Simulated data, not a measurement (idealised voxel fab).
The following is a process module called voxel capacitor over wiring.
The width of the displayed cross-section, cut, is 220 nm; its cells are square, with a size of 5 nm.
The cross-sections in this document take the form of a grid made of square cells. They are written out as bands, in order from top to bottom. Each band consists of one or more rows of cells.
For a band, the entry starts with two heights in nm, that of the top and then that of the bottom, and carries on with the band's materials in order from left to right, each alongside its width in nm; the word "all across" beside a single material means it fills the band edge to edge, and "air" means empty space.
It should be noted that heights are counted from 0, beneath which the wafer as supplied is of one material throughout, and that the lowest band possesses no lower boundary but continues downward, as written in "0 nm and below".
Per-row width for "30 to 40": begins at first number (top row of band), ends at second number (bottom row), increment between rows held constant.
The cross-section has no changed cell in any step marked "everything unchanged".
In the "Sealed void list" entry, you get each enclosed empty space of 8 cells or more, one with no open way to the top, written width x height at distance, distance from the left edge, in nm.
Read whatever lies past the settings on a step's line as the simulator's own remark about the step.
"overlay nm" denotes, for a step that has a mask, the displacement of the mask to the right of its planned place, with negative values corresponding to the left.
These are the steps we planned for the process
- 1: RECEIVE (material Si)
- 2: CONFORMAL_DEP (material SiO2; thk nm 15)
- 3: DIRECTIONAL_DEP (material TiN; thk nm 5)
- 4: DIRECTIONAL_DEP (material Ru; thk nm 15)
- 5: DIRECTIONAL_DEP (material aC; thk nm 10)
- 6: PATTERN (tone cover; mask id METAL_1; material resist; width nm 25; pitch nm 85; thk nm 30; overlay nm -15)
- 7: DIRECTIONAL_ETCH (etch materials aC; depth nm 10)
- 8: STRIP (etch materials resist)
- 9: DIRECTIONAL_ETCH (etch materials Ru; depth nm 15)
- 10: DIRECTIONAL_ETCH (etch materials TiN; depth nm 5)
- 11: STRIP (etch materials aC)
- 12: CONFORMAL_DEP (material SiN; thk nm 5)
- 13: FILL_DEP (material SiO2; thk nm 5)
- 14: CMP (height nm 35)
- 15: CONFORMAL_DEP (material SiCN; thk nm 5)
- 16: DIRECTIONAL_DEP (material lowk; thk nm 20)
- 17: PATTERN (tone open; mask id PLUG_1; material resist; width nm 15; thk nm 15; overlay nm 0)
- 18: DIRECTIONAL_ETCH (etch materials lowk; depth nm 20)
- 19: DIRECTIONAL_ETCH (etch materials SiCN; depth nm 5)
- 20: STRIP (etch materials resist)
- 21: EPI (material Ru; thk nm 10)
- 22: EPI (material Ru; thk nm 10)
- 23: EPI (material Ru; thk nm 5)
- 24: DIRECTIONAL_DEP (material TiN; thk nm 10)
- 25: DIRECTIONAL_DEP (material Al2O3; thk nm 5)
- 26: DIRECTIONAL_DEP (material TiN; thk nm 5)
- 27: MASKED_ETCH (tone cover; mask id UPPER_PLATE; width nm 65; etch materials TiN; depth nm 5; overlay nm 0)
- 28: MASKED_ETCH (tone cover; mask id UPPER_PLATE; width nm 65; etch materials Al2O3; depth nm 5; overlay nm 0)
- 29: PATTERN (tone cover; mask id LOWER_PLATE; material resist; width nm 75; thk nm 20; overlay nm 0)
- 30: DIRECTIONAL_ETCH (etch materials TiN; depth nm 10)
- 31: STRIP (etch materials resist)
- 32: FILL_DEP (material SiO2; thk nm 15)
- 33: CMP (height nm 90)
- 34: DIRECTIONAL_DEP (material aC; thk nm 10)
- 35: PATTERN (tone open; mask id PLUG_2; material resist; width nm 15; thk nm 30; overlay nm 0)
- 36: DIRECTIONAL_ETCH (etch materials aC; depth nm 10)
- 37: STRIP (etch materials resist)
- 38: DIRECTIONAL_ETCH (etch materials SiO2; depth nm 10)
- 39: STRIP (etch materials aC)
- 40: CONFORMAL_DEP (material TiN; thk nm 5)
- 41: FILL_DEP (material W; thk nm 5)
- 42: CMP (height nm 90)
- 43: CONFORMAL_DEP (material SiCN; thk nm 5)
It is noted that the wafers described herein are identical at the outset and are distinguished by the overlay nm of step 6; the value stated in the plan corresponds to the first wafer.
Step 1 complete: as-received cross-section of the first of several wafers
	0 nm and below = Si all across
	Sealed void list: none
Cross-section of the first of several wafers, taken after step 43, where the module ends
	95 nm to 90 nm = SiCN all across
	90 nm to 85 nm = SiO2: 75, TiN: 5, W: 5, TiN: 5, SiO2: 130
	85 nm to 75 nm = SiO2: 75 to 80, TiN: 15 to 50, SiO2: 130 to 90
	75 nm to 70 nm = SiO2: 80, Al2O3: 50, SiO2: 90
	70 nm to 60 nm = SiO2: 60, TiN: 5, SiO2: 15, TiN: 55, SiO2: 85
	60 nm to 55 nm = lowk: 65, SiO2: 15, lowk: 140
	55 nm to 50 nm = lowk: 65, TiN: 15, lowk: 140
	50 nm to 45 nm = lowk: 65, Al2O3: 15, lowk: 140
	45 nm to 40 nm = lowk: 65, TiN: 15, lowk: 140
	40 nm to 35 nm = SiCN: 65, TiN: 15, SiCN: 140
	35 nm to 20 nm = SiO2: 35, SiN: 5, Ru: 25, SiN: 5, SiO2: 50, SiN: 5, Ru: 25, SiN: 5, SiO2: 65
	20 nm to 15 nm = SiN: 40, TiN: 25, SiN: 60, TiN: 25, SiN: 70
	15 nm to 0 nm = SiO2 all across
	0 nm and below = Si all across
	Sealed void list: none
End of module, last wafer sectioned
	95 nm to 90 nm = SiCN all across
	90 nm to 85 nm = SiO2: 75, TiN: 5, W: 5, TiN: 5, SiO2: 130
	85 nm to 75 nm = SiO2: 75 to 65, TiN: 15 to 65, SiO2: 130 to 90
	75 nm to 70 nm = SiO2: 65, Al2O3: 65, SiO2: 90
	70 nm to 60 nm = SiO2: 60, TiN: 75, SiO2: 85
	60 nm to 40 nm = lowk: 65, Ru: 15, lowk: 140
	40 nm to 35 nm = SiCN: 65, Ru: 15, SiCN: 140
	35 nm to 20 nm = SiO2: 65, SiN: 5, Ru: 25, SiN: 5, SiO2: 50, SiN: 5, Ru: 25, SiN: 5, SiO2: 35
	20 nm to 15 nm = SiN: 70, TiN: 25, SiN: 60, TiN: 25, SiN: 40
	15 nm to 0 nm = SiO2 all across
	0 nm and below = Si all across
	Sealed void list: none
For your reference, the table is organized with a row per wafer; each row reflects the wafer at the end of the module, indicating for each material the cells gained (+) or lost (-) since receipt, and thereafter its closed voids
overlay nm -15 | +13 Al2O3 | +30 Ru | +85 SiCN | +46 SiN | +439 SiO2 | +58 TiN | +1 W | +164 lowk | Sealed void list: none
overlay nm -10 | +13 Al2O3 | +45 Ru | +85 SiCN | +46 SiN | +424 SiO2 | +58 TiN | +1 W | +164 lowk | Sealed void list: none
overlay nm -5 | +13 Al2O3 | +45 Ru | +85 SiCN | +46 SiN | +424 SiO2 | +58 TiN | +1 W | +164 lowk | Sealed void list: none
overlay nm 0 | +13 Al2O3 | +45 Ru | +85 SiCN | +46 SiN | +424 SiO2 | +58 TiN | +1 W | +164 lowk | Sealed void list: none
overlay nm 5 | +13 Al2O3 | +45 Ru | +85 SiCN | +46 SiN | +424 SiO2 | +58 TiN | +1 W | +164 lowk | Sealed void list: none
overlay nm 10 | +13 Al2O3 | +45 Ru | +85 SiCN | +46 SiN | +424 SiO2 | +58 TiN | +1 W | +164 lowk | Sealed void list: none
overlay nm 15 | +13 Al2O3 | +45 Ru | +85 SiCN | +46 SiN | +424 SiO2 | +58 TiN | +1 W | +164 lowk | Sealed void list: none
